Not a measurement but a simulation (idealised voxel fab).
voxel spacer lines: a process module
Section shown: cut. Width: 220 nm. Cell size: 5 nm, square.
Throughout this document, each cross-section is represented as a grid of square cells and is presented as a sequence of bands enumerated from the top downward, where a band comprises one or more rows of cells. Within each band entry, the heights of the top and of the bottom of the band appear first, in that order and in nm; the materials of the band then follow from left to right, each with its corresponding width in nm. The designation "throughout" on a single material indicates that it fills the band from edge to edge; the designation "air" indicates empty space. Height 0 is the level under which the wafer as received is all one material. The lowest band goes on downwards, as in "0 nm and below". The width entry "30..40" should be interpreted row by row: the top row of cells in the band takes the first number, the bottom row takes the second number, and the change between adjacent rows is uniform throughout. Given "identical to before" for a step, no cell of the cross-section differs between before and after that step. Empty spaces without an open route to the top, at least 8 cells in extent, make up the entry "Trapped void list"; each is given as width x height at distance, where the distance is measured from the left edge, and all are in nm. It should be noted that, on the line of a given step, the content following the step's settings is a remark produced by the simulator itself with respect to that step. overlay nm: right-of-plan distance of the mask on a masked step; negative values mean left-of-plan.
# Below is the list of planned process steps
1 RECEIVE (material Si)
2 CONFORMAL_DEP (material Al2O3; thk nm 5)
3 DIRECTIONAL_DEP (material TiN; thk nm 20)
4 DIRECTIONAL_DEP (material polySi; thk nm 20)
5 PATTERN (tone cover; mask id MANDREL; material resist; width nm 15; pitch nm 60; thk nm 25; overlay nm 0)
6 DIRECTIONAL_ETCH (etch materials polySi; depth nm 20)
7 STRIP (etch materials resist)
8 CONFORMAL_DEP (material SiN; thk nm 15)
9 DIRECTIONAL_ETCH (etch materials SiN; depth nm 15)
10 STRIP (etch materials polySi)
11 DIRECTIONAL_ETCH (etch materials TiN; depth nm 20)
12 STRIP (etch materials SiN)
# Shown in cross-section is the wafer as received, that is, as it stands after step 1
> 0 nm and below  Si throughout
> Trapped void list: none
# The following cross-section depicts the wafer upon conclusion of the module. Processing commenced from the starting condition illustrated above and adhered to the plan illustrated above, save for one mistake in execution
> 60 nm to 45 nm  air (55)  Al2O3 (45)  air (15)  Al2O3 (45)  air (60)
> 45 nm to 40 nm  air (55)  Al2O3 (15)  polySi (15)  Al2O3 (15)  air (15)  Al2O3 (15)  polySi (15)  Al2O3 (15)  air (60)
> 40 nm to 25 nm  Al2O3 (70)  polySi (15)  Al2O3 (45)  polySi (15)  Al2O3 (75)
> 25 nm to 5 nm  TiN throughout
> 5 nm to 0 nm  Al2O3 throughout
> 0 nm and below  Si throughout
> Trapped void list: none
So what did we get wrong on this run? step 8, actual vs plan mismatch, actual run CONFORMAL_DEP (material Al2O3; thk nm 15)
